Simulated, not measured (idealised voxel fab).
The process module that follows is named voxel self aligned vias.
For reference, the cross-section in this document is cut, with width 185 nm and square cells of 5 nm.
Think of the cross-section as a grid of square cells. We describe it in bands, top to bottom, and each band covers one or more rows of those cells. For a band, the entry starts with two heights in nm, that of the top and then that of the bottom, and carries on with the band's materials in order from left to right, each alongside its width in nm; the word "full width" beside a single material means it fills the band edge to edge, and "empty" means empty space. Note: height 0 marks the level under which the wafer is uniformly one material as received. Lowest band unbounded below, written "0..down". So if you see something like "30..40" for the width, read it as the top row of the band sitting at the first number and the bottom row at the second, with every row in between moving by the same amount as the last. "no modifications" (step): cross-section cells unchanged, all of them. The label "Enclosed internal cavities" introduces a list of the empty spaces, 8 cells or larger, that have no open way up to the top; each entry in it reads width x height at distance, where the distance is taken from the left edge and all three are stated in nm. Read whatever lies past the settings on a step's line as the simulator's own remark about the step. "overlay nm" denotes, for a step that has a mask, the displacement of the mask to the right of its planned place, with negative values corresponding to the left.
The steps planned for the process are as follows:
step 1: RECEIVE,material Si
step 2: CONFORMAL_DEP,material SiO2,thk nm 15
step 3: CONFORMAL_DEP,material SiCN,thk nm 5
step 4: DIRECTIONAL_DEP,material SiO2,thk nm 20
step 5: DIRECTIONAL_DEP,material aC,thk nm 15
step 6: PATTERN,tone open,mask id LINES,material resist,width nm 20,pitch nm 70,thk nm 35,overlay nm 0
step 7: DIRECTIONAL_ETCH,etch materials aC,depth nm 15
step 8: STRIP,etch materials resist
step 9: DIRECTIONAL_ETCH,etch materials SiO2,depth nm 20
step 10: STRIP,etch materials aC
step 11: CONFORMAL_DEP,material TiN,thk nm 5
step 12: FILL_DEP,material W,thk nm 5
step 13: CMP,height nm 40
step 14: SELECTIVE_ETCH,etch materials W Ru TiN,depth nm 5
step 15: FILL_DEP,material SiN,thk nm 5
step 16: CMP,height nm 40
step 17: DIRECTIONAL_DEP,material SiO2,thk nm 20
step 18: DIRECTIONAL_DEP,material aC,thk nm 15
step 19: PATTERN,tone open,mask id VIAS,material resist,width nm 40,thk nm 30,overlay nm 0
step 20: DIRECTIONAL_ETCH,etch materials aC,depth nm 15
step 21: STRIP,etch materials resist
step 22: DIRECTIONAL_ETCH,etch materials SiO2,depth nm 20
step 23: DIRECTIONAL_ETCH,etch materials SiN,depth nm 5
step 24: STRIP,etch materials aC
step 25: CONFORMAL_DEP,material TiN,thk nm 5
step 26: FILL_DEP,material Cu,thk nm 5
step 27: CMP,height nm 60
step 28: CONFORMAL_DEP,material SiCN,thk nm 5
First out of two wafers; run went to plan:
Wafer cross-section on receipt, i.e. after step 1:
  0..down: Si full width
  Enclosed internal cavities: none
Presented here is a cross-section of the wafer after step 2 has been performed:
  15..0: SiO2 full width
  Rest of section, below 0: as before.
Presented here is a cross-section of the wafer after step 3 has been performed:
  20..15: SiCN full width
  Rest of section, below 15: as before.
Presented here is a cross-section of the wafer after step 4 has been performed:
  40..20: SiO2 full width
  Rest of section, below 20: as before.
Presented here is a cross-section of the wafer after step 5 has been performed:
  55..40: aC full width
  Rest of section, below 40: as before.
Presented here is a cross-section of the wafer after step 6 has been performed:
  90..55: 45 nm resist | 20 nm empty | 50 nm resist | 20 nm empty | 50 nm resist
  Rest of section, below 55: as before.
Presented here is a cross-section of the wafer after step 7 has been performed:
  75..55: 45 nm resist | 20 nm empty | 50 nm resist | 20 nm empty | 50 nm resist
  55..40: 45 nm aC | 20 nm empty | 50 nm aC | 20 nm empty | 50 nm aC
  Rest of section, below 40: as before.
Presented here is a cross-section of the wafer after step 8 has been performed:
  55..40: 45 nm aC | 20 nm empty | 50 nm aC | 20 nm empty | 50 nm aC
  Rest of section, below 40: as before.
Presented here is a cross-section of the wafer after step 9 has been performed:
  55..40: 45 nm aC | 20 nm empty | 50 nm aC | 20 nm empty | 50 nm aC
  40..20: 45 nm SiO2 | 20 nm empty | 50 nm SiO2 | 20 nm empty | 50 nm SiO2
  Rest of section, below 20: as before.
Presented here is a cross-section of the wafer after step 10 has been performed:
  40..20: 45 nm SiO2 | 20 nm empty | 50 nm SiO2 | 20 nm empty | 50 nm SiO2
  Rest of section, below 20: as before.
Presented here is a cross-section of the wafer after step 11 has been performed:
  45..40: 50 nm TiN | 10 nm empty | 60 nm TiN | 10 nm empty | 55 nm TiN
  40..25: 45 nm SiO2 | 5 nm TiN | 10 nm empty | 5 nm TiN | 50 nm SiO2 | 5 nm TiN | 10 nm empty | 5 nm TiN | 50 nm SiO2
  25..20: 45 nm SiO2 | 20 nm TiN | 50 nm SiO2 | 20 nm TiN | 50 nm SiO2
  Rest of section, below 20: as before.
Presented here is a cross-section of the wafer after step 12 has been performed:
  50..45: W full width
  45..40: 50 nm TiN | 10 nm W | 60 nm TiN | 10 nm W | 55 nm TiN
  40..25: 45 nm SiO2 | 5 nm TiN | 10 nm W | 5 nm TiN | 50 nm SiO2 | 5 nm TiN | 10 nm W | 5 nm TiN | 50 nm SiO2
  Rest of section, below 25: as before.
Presented here is a cross-section of the wafer after step 13 has been performed:
  40..25: 45 nm SiO2 | 5 nm TiN | 10 nm W | 5 nm TiN | 50 nm SiO2 | 5 nm TiN | 10 nm W | 5 nm TiN | 50 nm SiO2
  Rest of section, below 25: as before.
Presented here is a cross-section of the wafer after step 14 has been performed:
  40..35: 45 nm SiO2 | 20 nm empty | 50 nm SiO2 | 20 nm empty | 50 nm SiO2
  Rest of section, below 35: as before.
Presented here is a cross-section of the wafer after step 15 has been performed:
  45..40: SiN full width
  40..35: 45 nm SiO2 | 20 nm SiN | 50 nm SiO2 | 20 nm SiN | 50 nm SiO2
  Rest of section, below 35: as before.
Presented here is a cross-section of the wafer after step 16 has been performed:
  40..35: 45 nm SiO2 | 20 nm SiN | 50 nm SiO2 | 20 nm SiN | 50 nm SiO2
  Rest of section, below 35: as before.
Presented here is a cross-section of the wafer after step 17 has been performed:
  60..40: SiO2 full width
  Rest of section, below 40: as before.
Presented here is a cross-section of the wafer after step 18 has been performed:
  75..60: aC full width
  Rest of section, below 60: as before.
Presented here is a cross-section of the wafer after step 19 has been performed:
  105..75: 35 nm resist | 40 nm empty | 110 nm resist
  Rest of section, below 75: as before.
Presented here is a cross-section of the wafer after step 20 has been performed:
  90..75: 35 nm resist | 40 nm empty | 110 nm resist
  75..60: 35 nm aC | 40 nm empty | 110 nm aC
  Rest of section, below 60: as before.
Presented here is a cross-section of the wafer after step 21 has been performed:
  75..60: 35 nm aC | 40 nm empty | 110 nm aC
  Rest of section, below 60: as before.
Presented here is a cross-section of the wafer after step 22 has been performed:
  75..60: 35 nm aC | 40 nm empty | 110 nm aC
  60..40: 35 nm SiO2 | 40 nm empty | 110 nm SiO2
  Rest of section, below 40: as before.
Presented here is a cross-section of the wafer after step 23 has been performed:
  75..60: 35 nm aC | 40 nm empty | 110 nm aC
  60..40: 35 nm SiO2 | 40 nm empty | 110 nm SiO2
  40..35: 45 nm SiO2 | 20 nm empty | 50 nm SiO2 | 20 nm SiN | 50 nm SiO2
  Rest of section, below 35: as before.
Presented here is a cross-section of the wafer after step 24 has been performed:
  60..40: 35 nm SiO2 | 40 nm empty | 110 nm SiO2
  Rest of section, below 40: as before.
Presented here is a cross-section of the wafer after step 25 has been performed:
  65..60: 40 nm TiN | 30 nm empty | 115 nm TiN
  60..45: 35 nm SiO2 | 5 nm TiN | 30 nm empty | 5 nm TiN | 110 nm SiO2
  45..40: 35 nm SiO2 | 15 nm TiN | 10 nm empty | 15 nm TiN | 110 nm SiO2
  40..35: 45 nm SiO2 | 20 nm TiN | 50 nm SiO2 | 20 nm SiN | 50 nm SiO2
  Rest of section, below 35: as before.
Presented here is a cross-section of the wafer after step 26 has been performed:
  70..65: Cu full width
  65..60: 40 nm TiN | 30 nm Cu | 115 nm TiN
  60..45: 35 nm SiO2 | 5 nm TiN | 30 nm Cu | 5 nm TiN | 110 nm SiO2
  45..40: 35 nm SiO2 | 15 nm TiN | 10 nm Cu | 15 nm TiN | 110 nm SiO2
  Rest of section, below 40: as before.
Presented here is a cross-section of the wafer after step 27 has been performed:
  60..45: 35 nm SiO2 | 5 nm TiN | 30 nm Cu | 5 nm TiN | 110 nm SiO2
  Rest of section, below 45: as before.
Presented here is a cross-section of the wafer after step 28 has been performed:
  65..60: SiCN full width
  Rest of section, below 60: as before.
The remaining wafer, second of the two, started like the first and was run to the same plan, except that one mistake was made along the way; the two coincide through step 18, inclusive:
Here is the second wafer in cross-section at the point where step 19 of the plan should have been done:
  105..75: 45 nm resist | 40 nm empty | 100 nm resist
  Rest of section, below 75: as before.
Here is the second wafer in cross-section at the point where step 20 of the plan should have been done:
  90..75: 45 nm resist | 40 nm empty | 100 nm resist
  75..60: 45 nm aC | 40 nm empty | 100 nm aC
  Rest of section, below 60: as before.
Here is the second wafer in cross-section at the point where step 21 of the plan should have been done:
  75..60: 45 nm aC | 40 nm empty | 100 nm aC
  Rest of section, below 60: as before.
Here is the second wafer in cross-section at the point where step 22 of the plan should have been done:
  75..60: 45 nm aC | 40 nm empty | 100 nm aC
  60..40: 45 nm SiO2 | 40 nm empty | 100 nm SiO2
  Rest of section, below 40: as before.
Here is the second wafer in cross-section at the point where step 23 of the plan should have been done:
  75..60: 45 nm aC | 40 nm empty | 100 nm aC
  60..40: 45 nm SiO2 | 40 nm empty | 100 nm SiO2
  40..35: 45 nm SiO2 | 20 nm empty | 50 nm SiO2 | 20 nm SiN | 50 nm SiO2
  Rest of section, below 35: as before.
Here is the second wafer in cross-section at the point where step 24 of the plan should have been done:
  60..40: 45 nm SiO2 | 40 nm empty | 100 nm SiO2
  Rest of section, below 40: as before.
Here is the second wafer in cross-section at the point where step 25 of the plan should have been done:
  65..60: 50 nm TiN | 30 nm empty | 105 nm TiN
  60..45: 45 nm SiO2 | 5 nm TiN | 30 nm empty | 5 nm TiN | 100 nm SiO2
  45..40: 45 nm SiO2 | 5 nm TiN | 10 nm empty | 25 nm TiN | 100 nm SiO2
  40..35: 45 nm SiO2 | 20 nm TiN | 50 nm SiO2 | 20 nm SiN | 50 nm SiO2
  Rest of section, below 35: as before.
Here is the second wafer in cross-section at the point where step 26 of the plan should have been done:
  70..65: Cu full width
  65..60: 50 nm TiN | 30 nm Cu | 105 nm TiN
  60..45: 45 nm SiO2 | 5 nm TiN | 30 nm Cu | 5 nm TiN | 100 nm SiO2
  45..40: 45 nm SiO2 | 5 nm TiN | 10 nm Cu | 25 nm TiN | 100 nm SiO2
  Rest of section, below 40: as before.
Here is the second wafer in cross-section at the point where step 27 of the plan should have been done:
  60..45: 45 nm SiO2 | 5 nm TiN | 30 nm Cu | 5 nm TiN | 100 nm SiO2
  Rest of section, below 45: as before.
Here is the second wafer in cross-section at the point where step 28 of the plan should have been done:
  65..60: SiCN full width
  Rest of section, below 60: as before.
Nonconformance to the process plan: step 19 ran with different settings than intended, the actual operation and settings being PATTERN,tone open,mask id VIAS,material resist,width nm 40,thk nm 30,overlay nm 10
Comparing end states, the material composition by cell count is preserved from the first wafer to the second, while the locations of the cells are not.
